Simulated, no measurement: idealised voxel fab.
voxel tone inversion: a process module
Square cell edge 5 nm, section width 225 nm, ID cut.
In what follows, cross-sections appear as grids of square cells, described through bands that run from the top down, where every band is one or more rows of cells.
Per band: top height and bottom height in nm, followed by the left-to-right materials and their widths in nm; "all across" marks a single material spanning edge to edge, "empty" marks empty space.
Height 0 is the level under which the wafer as received is all one material. The lowest band goes on downwards, as in "0 and below".
You'd read "30 to 40" like this: the band's top row of cells is as wide as the first number, its bottom row is as wide as the second, and going down, every row changes width by the same amount as the row before did.
Where the words "identical to before" appear for a step, the cross-section shows no cell changed by that step; every cell remained as before.
Enclosed voids: empty space of 8 cells or more with no open way to the top, each as width x height at its distance from the left edge, in nm
Anything after a step's settings on that line? It's the simulator's own note about the step.
What "overlay nm" on a step's line means: if the step has a mask, that mask lay this far to the right of its planned place, or, when the value is negative, to the left.

Process steps (planned):
1. RECEIVE: material Si
2. CONFORMAL_DEP: material SiCN, thk nm 10
3. DIRECTIONAL_DEP: material aC, thk nm 15
4. PATTERN: tone cover, mask id POSTS, material resist, width nm 20, pitch nm 40, thk nm 20, overlay nm 0
5. DIRECTIONAL_ETCH: etch materials aC, depth nm 15
6. STRIP: etch materials resist
7. FILL_DEP: material SiO2, thk nm 10
8. CMP: height nm 25
9. STRIP: etch materials aC
10. CONFORMAL_DEP: material TiN, thk nm 5
11. FILL_DEP: material W, thk nm 10
12. CMP: height nm 25
13. CONFORMAL_DEP: material SiN, thk nm 5

Below: the first of two wafers, run as planned:

As received (post step 1): cross-section:
* 0 and below = Si all across
* Enclosed voids: none

The following cross-section depicts the wafer upon completion of step 2:
* 10 down to 0 = SiCN all across
* Below 0, no change.

The following cross-section depicts the wafer upon completion of step 3:
* 25 down to 10 = aC all across
* Below 10, no change.

The following cross-section depicts the wafer upon completion of step 4:
* 45 down to 25 = 40 nm empty | 20 nm resist | 20 nm empty | 20 nm resist | 20 nm empty | 20 nm resist | 20 nm empty | 20 nm resist | 45 nm empty
* Below 25, no change.

The following cross-section depicts the wafer upon completion of step 5:
* 30 down to 25 = 40 nm empty | 20 nm resist | 20 nm empty | 20 nm resist | 20 nm empty | 20 nm resist | 20 nm empty | 20 nm resist | 45 nm empty
* 25 down to 10 = 40 nm empty | 20 nm aC | 20 nm empty | 20 nm aC | 20 nm empty | 20 nm aC | 20 nm empty | 20 nm aC | 45 nm empty
* Below 10, no change.

The following cross-section depicts the wafer upon completion of step 6:
* 25 down to 10 = 40 nm empty | 20 nm aC | 20 nm empty | 20 nm aC | 20 nm empty | 20 nm aC | 20 nm empty | 20 nm aC | 45 nm empty
* Below 10, no change.

The following cross-section depicts the wafer upon completion of step 7:
* 35 down to 25 = SiO2 all across
* 25 down to 10 = 40 nm SiO2 | 20 nm aC | 20 nm SiO2 | 20 nm aC | 20 nm SiO2 | 20 nm aC | 20 nm SiO2 | 20 nm aC | 45 nm SiO2
* Below 10, no change.

The following cross-section depicts the wafer upon completion of step 8:
* 25 down to 10 = 40 nm SiO2 | 20 nm aC | 20 nm SiO2 | 20 nm aC | 20 nm SiO2 | 20 nm aC | 20 nm SiO2 | 20 nm aC | 45 nm SiO2
* Below 10, no change.

The following cross-section depicts the wafer upon completion of step 9:
* 25 down to 10 = 40 nm SiO2 | 20 nm empty | 20 nm SiO2 | 20 nm empty | 20 nm SiO2 | 20 nm empty | 20 nm SiO2 | 20 nm empty | 45 nm SiO2
* Below 10, no change.

The following cross-section depicts the wafer upon completion of step 10:
* 30 down to 25 = 45 nm TiN | 10 nm empty | 30 nm TiN | 10 nm empty | 30 nm TiN | 10 nm empty | 30 nm TiN | 10 nm empty | 50 nm TiN
* 25 down to 15 = 40 nm SiO2 | 5 nm TiN | 10 nm empty | 5 nm TiN | 20 nm SiO2 | 5 nm TiN | 10 nm empty | 5 nm TiN | 20 nm SiO2 | 5 nm TiN | 10 nm empty | 5 nm TiN | 20 nm SiO2 | 5 nm TiN | 10 nm empty | 5 nm TiN | 45 nm SiO2
* 15 down to 10 = 40 nm SiO2 | 20 nm TiN | 20 nm SiO2 | 20 nm TiN | 20 nm SiO2 | 20 nm TiN | 20 nm SiO2 | 20 nm TiN | 45 nm SiO2
* Below 10, no change.

The following cross-section depicts the wafer upon completion of step 11:
* 40 down to 30 = W all across
* 30 down to 25 = 45 nm TiN | 10 nm W | 30 nm TiN | 10 nm W | 30 nm TiN | 10 nm W | 30 nm TiN | 10 nm W | 50 nm TiN
* 25 down to 15 = 40 nm SiO2 | 5 nm TiN | 10 nm W | 5 nm TiN | 20 nm SiO2 | 5 nm TiN | 10 nm W | 5 nm TiN | 20 nm SiO2 | 5 nm TiN | 10 nm W | 5 nm TiN | 20 nm SiO2 | 5 nm TiN | 10 nm W | 5 nm TiN | 45 nm SiO2
* Below 15, no change.

The following cross-section depicts the wafer upon completion of step 12:
* 25 down to 15 = 40 nm SiO2 | 5 nm TiN | 10 nm W | 5 nm TiN | 20 nm SiO2 | 5 nm TiN | 10 nm W | 5 nm TiN | 20 nm SiO2 | 5 nm TiN | 10 nm W | 5 nm TiN | 20 nm SiO2 | 5 nm TiN | 10 nm W | 5 nm TiN | 45 nm SiO2
* Below 15, no change.

The following cross-section depicts the wafer upon completion of step 13:
* 30 down to 25 = SiN all across
* Below 25, no change.

The Second Wafer: Common Origin and Plan, One Mistake in Execution, Identical to the First Through Step 8:

Cross-section of the second wafer corresponding to the planned conclusion of step 9:
* 25 down to 10 = 40 nm empty | 20 nm aC | 20 nm empty | 20 nm aC | 20 nm empty | 20 nm aC | 20 nm empty | 20 nm aC | 45 nm empty
* Below 10, no change.

Cross-section of the second wafer corresponding to the planned conclusion of step 10:
* 30 down to 25 = 35 nm empty | 30 nm TiN | 10 nm empty | 30 nm TiN | 10 nm empty | 30 nm TiN | 10 nm empty | 30 nm TiN | 40 nm empty
* 25 down to 15 = 35 nm empty | 5 nm TiN | 20 nm aC | 5 nm TiN | 10 nm empty | 5 nm TiN | 20 nm aC | 5 nm TiN | 10 nm empty | 5 nm TiN | 20 nm aC | 5 nm TiN | 10 nm empty | 5 nm TiN | 20 nm aC | 5 nm TiN | 40 nm empty
* 15 down to 10 = 40 nm TiN | 20 nm aC | 20 nm TiN | 20 nm aC | 20 nm TiN | 20 nm aC | 20 nm TiN | 20 nm aC | 45 nm TiN
* Below 10, no change.

Cross-section of the second wafer corresponding to the planned conclusion of step 11:
* 40 down to 30 = W all across
* 30 down to 25 = 35 nm W | 30 nm TiN | 10 nm W | 30 nm TiN | 10 nm W | 30 nm TiN | 10 nm W | 30 nm TiN | 40 nm W
* 25 down to 15 = 35 nm W | 5 nm TiN | 20 nm aC | 5 nm TiN | 10 nm W | 5 nm TiN | 20 nm aC | 5 nm TiN | 10 nm W | 5 nm TiN | 20 nm aC | 5 nm TiN | 10 nm W | 5 nm TiN | 20 nm aC | 5 nm TiN | 40 nm W
* Below 15, no change.

Cross-section of the second wafer corresponding to the planned conclusion of step 12:
* 25 down to 15 = 35 nm W | 5 nm TiN | 20 nm aC | 5 nm TiN | 10 nm W | 5 nm TiN | 20 nm aC | 5 nm TiN | 10 nm W | 5 nm TiN | 20 nm aC | 5 nm TiN | 10 nm W | 5 nm TiN | 20 nm aC | 5 nm TiN | 40 nm W
* Below 15, no change.

Cross-section of the second wafer corresponding to the planned conclusion of step 13:
* 30 down to 25 = SiN all across
* Below 25, no change.
What was the processing mistake? step 9 deviated from plan and actually ran as STRIP: etch materials SiO2
Final wafer comparison in cells, second versus first, more or fewer per material: 87 fewer of SiO2 | 13 more of TiN | 26 more of W | 48 more of aC
